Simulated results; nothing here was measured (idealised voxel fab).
Proc. module: voxel double patterning
It is cross-section cut that appears here, measuring 235 nm in width, its square cells being 5 nm in size.
This document writes a cross-section as a grid whose cells are square, and gives it as bands, listed from the top down; one or more rows of cells form a band. Heights first: top, then bottom, in nm. Then materials, left to right, each with a width in nm. "everywhere" on a single material: fills the band edge to edge. "air": empty space. For the purposes of this specification, 0 denotes the height below which the wafer in its as-received condition is composed wholly of one material, and the lowermost band, lacking a lower limit, extends downward without end, as expressed in "0 nm and below". When a width is written as two numbers, as in "30 to 40", the first number is the width in the top row of cells of the band and the second is the width in its bottom row, and the width changes by the same amount from each row to the next. You'll sometimes find "all unchanged" written for a step, and that's the way of saying that nowhere in the cross-section did a cell change during that step. You'll see "Enclosed void list" listing empty spaces that have no way open to the top, as long as they're 8 cells or more; the notation is width x height at distance, where the distance is from the left edge, and all of it is in nm. Read whatever lies past the settings on a step's line as the simulator's own remark about the step. "overlay nm", when on a step's line for a step with a mask, measures how far to the right of its planned place the mask lay; a negative measure means to the left.

### These are the steps we planned for the process
1,RECEIVE, material Si
2,CONFORMAL_DEP, material SiO2, thk nm 5
3,DIRECTIONAL_DEP, material W, thk nm 15
4,DIRECTIONAL_DEP, material SiCN, thk nm 10
5,PATTERN, tone open, mask id FIRST, material resist, width nm 15, pitch nm 50, thk nm 20, overlay nm 0
6,DIRECTIONAL_ETCH, etch materials SiCN, depth nm 10
7,STRIP, etch materials resist
8,MASKED_ETCH, tone open, mask id SECOND, width nm 15, pitch nm 50, etch materials SiCN, depth nm 10, overlay nm 0
9,DIRECTIONAL_ETCH, etch materials W, depth nm 15
10,STRIP, etch materials SiCN

### First wafer of two (run as planned)

### This is the cross-section of the wafer as we received it, i.e. after step 1
  0 nm and below  Si everywhere
  Enclosed void list: none

### After step 2: wafer cross-section
  5 nm to 0 nm  SiO2 everywhere
  Lower than 0, everything is as it was.

### After step 3: wafer cross-section
  20 nm to 5 nm  W everywhere
  Lower than 5, everything is as it was.

### After step 4: wafer cross-section
  30 nm to 20 nm  SiCN everywhere
  Lower than 20, everything is as it was.

### After step 5: wafer cross-section
  50 nm to 30 nm  60 nm resist | 15 nm air | 35 nm resist | 15 nm air | 35 nm resist | 15 nm air | 60 nm resist
  Lower than 30, everything is as it was.

### After step 6: wafer cross-section
  50 nm to 30 nm  60 nm resist | 15 nm air | 35 nm resist | 15 nm air | 35 nm resist | 15 nm air | 60 nm resist
  30 nm to 20 nm  60 nm SiCN | 15 nm air | 35 nm SiCN | 15 nm air | 35 nm SiCN | 15 nm air | 60 nm SiCN
  Lower than 20, everything is as it was.

### After step 7: wafer cross-section
  30 nm to 20 nm  60 nm SiCN | 15 nm air | 35 nm SiCN | 15 nm air | 35 nm SiCN | 15 nm air | 60 nm SiCN
  Lower than 20, everything is as it was.

### After step 8: wafer cross-section
  30 nm to 20 nm  60 nm SiCN | 15 nm air | 10 nm SiCN | 15 nm air | 10 nm SiCN | 15 nm air | 10 nm SiCN | 15 nm air | 10 nm SiCN | 15 nm air | 60 nm SiCN
  Lower than 20, everything is as it was.

### After step 9: wafer cross-section
  30 nm to 20 nm  60 nm SiCN | 15 nm air | 10 nm SiCN | 15 nm air | 10 nm SiCN | 15 nm air | 10 nm SiCN | 15 nm air | 10 nm SiCN | 15 nm air | 60 nm SiCN
  20 nm to 5 nm  60 nm W | 15 nm air | 10 nm W | 15 nm air | 10 nm W | 15 nm air | 10 nm W | 15 nm air | 10 nm W | 15 nm air | 60 nm W
  Lower than 5, everything is as it was.

### After step 10: wafer cross-section
  20 nm to 5 nm  60 nm W | 15 nm air | 10 nm W | 15 nm air | 10 nm W | 15 nm air | 10 nm W | 15 nm air | 10 nm W | 15 nm air | 60 nm W
  Lower than 5, everything is as it was.

### second wafer: like start, like plan, one mistake. Through step 1 it matches the first wafer

### What the second wafer looks like in cross-section when step 2 should have wrapped up
  15 nm to 0 nm  W everywhere
  Lower than 0, everything is as it was.

### What the second wafer looks like in cross-section when step 3 should have wrapped up
  20 nm to 15 nm  SiO2 everywhere
  Lower than 15, everything is as it was.

### What the second wafer looks like in cross-section when step 4 should have wrapped up
  30 nm to 20 nm  SiCN everywhere
  Lower than 20, everything is as it was.

### What the second wafer looks like in cross-section when step 5 should have wrapped up
  50 nm to 30 nm  60 nm resist | 15 nm air | 35 nm resist | 15 nm air | 35 nm resist | 15 nm air | 60 nm resist
  Lower than 30, everything is as it was.

### What the second wafer looks like in cross-section when step 6 should have wrapped up
  50 nm to 30 nm  60 nm resist | 15 nm air | 35 nm resist | 15 nm air | 35 nm resist | 15 nm air | 60 nm resist
  30 nm to 20 nm  60 nm SiCN | 15 nm air | 35 nm SiCN | 15 nm air | 35 nm SiCN | 15 nm air | 60 nm SiCN
  Lower than 20, everything is as it was.

### What the second wafer looks like in cross-section when step 7 should have wrapped up
  30 nm to 20 nm  60 nm SiCN | 15 nm air | 35 nm SiCN | 15 nm air | 35 nm SiCN | 15 nm air | 60 nm SiCN
  Lower than 20, everything is as it was.

### What the second wafer looks like in cross-section when step 8 should have wrapped up
  30 nm to 20 nm  60 nm SiCN | 15 nm air | 10 nm SiCN | 15 nm air | 10 nm SiCN | 15 nm air | 10 nm SiCN | 15 nm air | 10 nm SiCN | 15 nm air | 60 nm SiCN
  Lower than 20, everything is as it was.

What the second wafer looks like in cross-section when step 9 should have wrapped up: all unchanged

### What the second wafer looks like in cross-section when step 10 should have wrapped up
  20 nm to 15 nm  SiO2 everywhere
  Lower than 15, everything is as it was.
Processing error: contrary to the plan, steps 2 and 3 were processed in exchanged order
Materials where the second wafer ends with more or fewer cells than the first: +45 W
